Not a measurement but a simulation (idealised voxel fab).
Module name: voxel lift off (process module)
The cross-section on display is named cut; it measures 230 nm wide, and its cells are 5 nm squares.
Notation: cross-section as square-cell grid; stated in bands, top first, going down; one or more cell rows per band.
This entry defines a band. It first specifies the height of the band's top and the height of its bottom in nm, and then specifies the band's materials from left to right, stating each material with its width in nm. The word "throughout" identifies a single material that fills the band from edge to edge, while the word "air" identifies empty space.
For the purposes of this specification, 0 denotes the height below which the wafer in its as-received condition is composed wholly of one material, and the lowermost band, lacking a lower limit, extends downward without end, as expressed in "0..down".
Graded width ("30..40"): value in top row of band = first number; value in bottom row = second number; row-to-row change constant.
Where the words "nothing changed" appear for a step, the cross-section shows no cell changed by that step; every cell remained as before.
Closed empty spaces (no open way to the top) of 8 cells or more are what "Fully sealed cavities" lists, each as width x height at distance from the left edge, nm for all three.
What comes after the settings on a step's line is commentary from the simulator itself on that step.
The optional step-line setting "overlay nm" applies to steps with a mask and quantifies how far to the right of its planned location the mask lay, a negative value indicating leftward placement.
The following list gives the planned process steps
step 1: RECEIVE: material Si
step 2: CONFORMAL_DEP: material SiO2, thk nm 10
step 3: PATTERN: tone open, mask id LINES, material resist, width nm 20, pitch nm 35, thk nm 20, overlay nm 0
step 4: DIRECTIONAL_DEP: material Ru, thk nm 5
step 5: STRIP: etch materials resist
step 6: CONFORMAL_DEP: material SiO2, thk nm 5
Of two wafers, the first: run according to plan
Incoming wafer, cross-sectional view, post step 1
- 0..down | Si throughout
- Fully sealed cavities: none
Cross-section of the wafer after step 2
- 10..0 | SiO2 throughout
- Below 0 it's all the same as before, nothing changed down there.
Cross-section of the wafer after step 3
- 30..10 | resist=50; air=20; resist=15; air=20; resist=15; air=20; resist=15; air=20; resist=55
- Below 10 it's all the same as before, nothing changed down there.
Cross-section of the wafer after step 4
- 35..30 | Ru=50; air=20; Ru=15; air=20; Ru=15; air=20; Ru=15; air=20; Ru=55
- 30..15 | resist=50; air=20; resist=15; air=20; resist=15; air=20; resist=15; air=20; resist=55
- 15..10 | resist=50; Ru=20; resist=15; Ru=20; resist=15; Ru=20; resist=15; Ru=20; resist=55
- Below 10 it's all the same as before, nothing changed down there.
Cross-section of the wafer after step 5
- 15..10 | air=50; Ru=20; air=15; Ru=20; air=15; Ru=20; air=15; Ru=20; air=55
- Below 10 it's all the same as before, nothing changed down there.
Cross-section of the wafer after step 6
- 20..15 | air=45; SiO2=30; air=5; SiO2=30; air=5; SiO2=30; air=5; SiO2=30; air=50
- 15..10 | SiO2=50; Ru=20; SiO2=15; Ru=20; SiO2=15; Ru=20; SiO2=15; Ru=20; SiO2=55
- Below 10 it's all the same as before, nothing changed down there.
Now the other wafer: same start, same recipe, but we messed up one thing when running it. Up to and including step 4 it's the same as the first one
Cross-section of the second wafer at the time step 5 of the plan should have ended
- 15..10 | air=50; Ru=20; air=15; Ru=20; air=15; Ru=20; air=15; Ru=20; air=55
- Below 10 it's all the same as before, nothing changed down there.
Cross-section of the second wafer at the time step 6 of the plan should have ended
- 20..15 | air=45; SiO2=30; air=5; SiO2=30; air=5; SiO2=30; air=5; SiO2=30; air=50
- 15..10 | SiO2=50; Ru=20; SiO2=15; Ru=20; SiO2=15; Ru=20; SiO2=15; Ru=20; SiO2=55
- Below 10 it's all the same as before, nothing changed down there.
In executing the process, a mistake was made relative to the plan: plan step 5 was conducted twice
The mistake has no effect on what this model computes, because the two wafers end with the same cross-section.
